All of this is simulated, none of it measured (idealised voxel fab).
Herein follows the process module entitled voxel transistor to metal.
In the cross-section labelled cut, the width is 185 nm and each square cell is 5 nm.
In what follows, cross-sections appear as grids of square cells, described through bands that run from the top down, where every band is one or more rows of cells.
Band: top and bottom heights (nm) first, top before bottom; then materials from left to right, widths in nm. "edge to edge" marks a sole material filling the band edge to edge. "blank" denotes empty space.
We count height from 0. Below that, the starting wafer is all one material. The lowest band never ends at the bottom but goes on down; see "top 0, no bottom" for how that is written.
It should be noted that a width expressed as "30->40" varies in equal increments from row to row of cells within the band, taking the value of the first number at the top row and that of the second number at the bottom row.
"no change occurred" (step): cross-section cells unchanged, all of them.
Under "Voids lacking openings" you'll find the enclosed gaps, the ones with no way out to the top, that are 8 cells or bigger; each reads width x height at distance, with distance counted from the left edge, everything in nm.
Text after the settings on a step's line: the simulator's own remark on that step.
The optional step-line setting "overlay nm" applies to steps with a mask and quantifies how far to the right of its planned location the mask lay, a negative value indicating leftward placement.
[The process steps that were planned are listed below]
1,RECEIVE with material Si
2,OXIDIZE with depth nm 5
3,CONFORMAL_DEP with material SiN, thk nm 15
4,DIRECTIONAL_DEP with material aC, thk nm 10
5,PATTERN with tone cover, mask id ACTIVE, material resist, width nm 105, thk nm 30, overlay nm 0
6,DIRECTIONAL_ETCH with etch materials aC, depth nm 10
7,STRIP with etch materials resist
8,DIRECTIONAL_ETCH with etch materials SiN, depth nm 15
9,DIRECTIONAL_ETCH with etch materials SiO2, depth nm 5
10,DIRECTIONAL_ETCH with etch materials Si, depth nm 35
11,STRIP with etch materials aC
12,FILL_DEP with material SiO2, thk nm 10
13,CMP with height nm 15
14,SELECTIVE_ETCH with etch materials SiO2, depth nm 10
15,STRIP with etch materials SiN
16,SELECTIVE_ETCH with etch materials SiO2, depth nm 5
17,OXIDIZE with depth nm 5
18,DIRECTIONAL_DEP with material polySi, thk nm 20
19,DIRECTIONAL_DEP with material SiCN, thk nm 10
20,MASKED_ETCH with tone cover, mask id GATE, width nm 25, etch materials SiCN, depth nm 20, overlay nm 0
21,MASKED_ETCH with tone cover, mask id GATE, width nm 25, etch materials polySi, depth nm 30, overlay nm 0
22,CONFORMAL_DEP with material SiN, thk nm 5
23,DIRECTIONAL_ETCH with etch materials SiN, depth nm 5
24,DIRECTIONAL_ETCH with etch materials SiO2, depth nm 5
25,DIRECTIONAL_ETCH with etch materials Si, depth nm 10
26,EPI with material pSi, thk nm 10
27,FILL_DEP with material SiO2, thk nm 10
28,CMP with height nm 25
29,DIRECTIONAL_DEP with material SiO2, thk nm 10
30,PATTERN with tone open, mask id CONTACT, material resist, width nm 30, pitch nm 65, thk nm 15, overlay nm 0
31,DIRECTIONAL_ETCH with etch materials SiO2, depth nm 45
32,STRIP with etch materials resist
33,CONFORMAL_DEP with material TiN, thk nm 5
34,FILL_DEP with material Ru, thk nm 10
35,CMP with height nm 35
36,DIRECTIONAL_DEP with material TiN, thk nm 5
37,DIRECTIONAL_DEP with material W, thk nm 20
38,DIRECTIONAL_DEP with material aC, thk nm 15
39,PATTERN with tone cover, mask id METAL_1, material resist, width nm 15, pitch nm 80, thk nm 35, overlay nm 0
40,DIRECTIONAL_ETCH with etch materials aC, depth nm 15
41,STRIP with etch materials resist
42,DIRECTIONAL_ETCH with etch materials W, depth nm 20
43,DIRECTIONAL_ETCH with etch materials TiN, depth nm 5
44,STRIP with etch materials aC
45,FILL_DEP with material SiO2, thk nm 10
46,CMP with height nm 60
47,CONFORMAL_DEP with material SiCN, thk nm 5
48,DIRECTIONAL_DEP with material lowk, thk nm 30
49,DIRECTIONAL_DEP with material aC, thk nm 10
50,PATTERN with tone open, mask id METAL_2, material resist, width nm 15, pitch nm 80, thk nm 25, overlay nm 0
51,DIRECTIONAL_ETCH with etch materials aC, depth nm 10
52,STRIP with etch materials resist
53,DIRECTIONAL_ETCH with etch materials lowk, depth nm 15
54,STRIP with etch materials aC
55,DIRECTIONAL_DEP with material aC, thk nm 10
56,PATTERN with tone open, mask id METAL_2_HOLES, material resist, width nm 15, pitch nm 80, thk nm 25, overlay nm 0
57,DIRECTIONAL_ETCH with etch materials aC, depth nm 10
58,STRIP with etch materials resist
59,DIRECTIONAL_ETCH with etch materials lowk, depth nm 15
60,DIRECTIONAL_ETCH with etch materials SiCN, depth nm 5
61,STRIP with etch materials aC
62,CONFORMAL_DEP with material TiN, thk nm 5
63,FILL_DEP with material Cu, thk nm 10
64,CMP with height nm 95
65,CONFORMAL_DEP with material SiCN, thk nm 5
[This is the cross-section of the wafer as we received it, i.e. after step 1]
top 0, no bottom | Si edge to edge
Voids lacking openings: none
[The plan above was carried out on the starting structure above with one mistake, and this cross-section shows the wafer at the end of the module]
top 100, bottom 95 | SiCN edge to edge
top 95, bottom 90 | SiCN: 45, TiN: 15, SiCN: 65, TiN: 15, SiCN: 45
top 90, bottom 60 | lowk edge to edge
top 60, bottom 40 | SiO2: 45, W: 15, SiO2: 65, W: 15, SiO2: 45
top 40, bottom 35 | SiO2: 45, TiN: 15, SiO2: 65, TiN: 15, SiO2: 45
top 35, bottom 25 | SiO2: 45, TiN: 5, Ru: 20, TiN: 5, SiO2: 35, TiN: 5, Ru: 20, TiN: 5, SiO2: 45
top 25, bottom 15 | SiO2: 45, TiN: 5, Ru: 20, TiN: 5, SiN: 5, SiCN: 25, SiN: 5, TiN: 5, Ru: 20, TiN: 5, SiO2: 45
top 15, bottom 5 | SiO2: 45, TiN: 5, Ru: 20, TiN: 5, SiN: 5, polySi: 25, SiN: 5, TiN: 5, Ru: 20, TiN: 5, SiO2: 45
top 5, bottom 0 | SiO2: 45, TiN: 5, Ru: 10, TiN: 15, SiN: 5, polySi: 25, SiN: 5, TiN: 15, Ru: 10, TiN: 5, SiO2: 45
top 0, bottom -5 | SiO2: 35, SiN: 5, SiO2: 5, TiN: 5, Ru: 10, TiN: 5, pSi: 10, SiN: 5, polySi: 25, SiN: 5, pSi: 10, TiN: 5, Ru: 10, TiN: 5, SiO2: 5, SiN: 5, SiO2: 35
top -5, bottom -10 | SiO2: 45, TiN: 20, pSi: 10, SiO2: 35, pSi: 10, TiN: 20, SiO2: 45
top -10, bottom -20 | SiO2: 40, pSi: 35, Si: 35, pSi: 35, SiO2: 40
top -20, bottom -40 | SiO2: 40, Si: 105, SiO2: 40
top -40, no bottom | Si edge to edge
Voids lacking openings: none
Deviation noted in wafer processing: steps 47 and 48 traded places in the executed sequence
